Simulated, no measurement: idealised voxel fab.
The process module presented herein is designated voxel gate over fins.
The cross-section shown here is cut; it is 300 nm wide and divided into square cells measuring 5 nm on a side.
Cross-section = grid of square cells, listed top down in bands; band = one or more rows.
Each band's line starts with the height of the band's top and of its bottom, in nm. Then come its materials from left to right, each with its width in nm. One material with "all across" fills the band from edge to edge. "empty" is empty space.
Ref level 0: as-received wafer is one material below here. Bottom band extends down with no lower bound ("z 0 and below").
The notation "30->40" denotes a width that varies across the rows of cells in the band, beginning at the first number in the top row, finishing at the second number in the bottom row, and changing by an identical amount from each row to the next.
Any step labelled "nothing different" changed none of the cells in the cross-section.
In the "Closed internal voids" entry, you get each enclosed empty space of 8 cells or more, one with no open way to the top, written width x height at distance, distance from the left edge, in nm.
The remark found on a step's line after its settings is issued by the simulator itself and pertains to that step.
overlay nm: on a step with a mask, how far right of its planned place the mask lay; negative means left.

## Planned step list for the process
1: RECEIVE with material Si
2: CONFORMAL_DEP with material SiN, thk nm 5
3: MASKED_ETCH with tone cover, mask id FINS, width nm 15, pitch nm 40, etch materials SiN, depth nm 5, overlay nm 0
4: MASKED_ETCH with tone cover, mask id FINS, width nm 15, pitch nm 40, etch materials Si, depth nm 40, overlay nm 0
5: OXIDIZE with depth nm 5
6: FILL_DEP with material SiO2, thk nm 15
7: CMP with height nm 5
8: SELECTIVE_ETCH with etch materials SiO2, depth nm 20
9: STRIP with etch materials SiN
10: CONFORMAL_DEP with material HfO2, thk nm 5
11: CONFORMAL_DEP with material TiN, thk nm 5
12: FILL_DEP with material W, thk nm 15
13: CMP with height nm 20
14: CONFORMAL_DEP with material SiN, thk nm 5

## So this is the incoming wafer in cross-section - it's already been through step 1
- z 0 and below = Si all across
- Closed internal voids: none

## Cross-sectional result after module completion. Note: starting condition and plan are unchanged from above; one processing mistake was made
- z 25 to 20 = SiN all across
- z 20 to 10 = W all across
- z 10 to 5 = TiN 105, W 5, TiN 35, W 5, TiN 35, W 5, TiN 110
- z 5 to 0 = HfO2 100, TiN 15, HfO2 25, TiN 15, HfO2 25, TiN 15, HfO2 105
- z 0 to -5 = Si 95, HfO2 25, Si 15, HfO2 25, Si 15, HfO2 25, Si 100
- z -5 and below = Si all across
- Closed internal voids: none
Against the plan, the run slipped here: step 3: run off-plan, actual operation and settings MASKED_ETCH with tone open, mask id FINS, width nm 15, pitch nm 40, etch materials SiN, depth nm 5, overlay nm 0
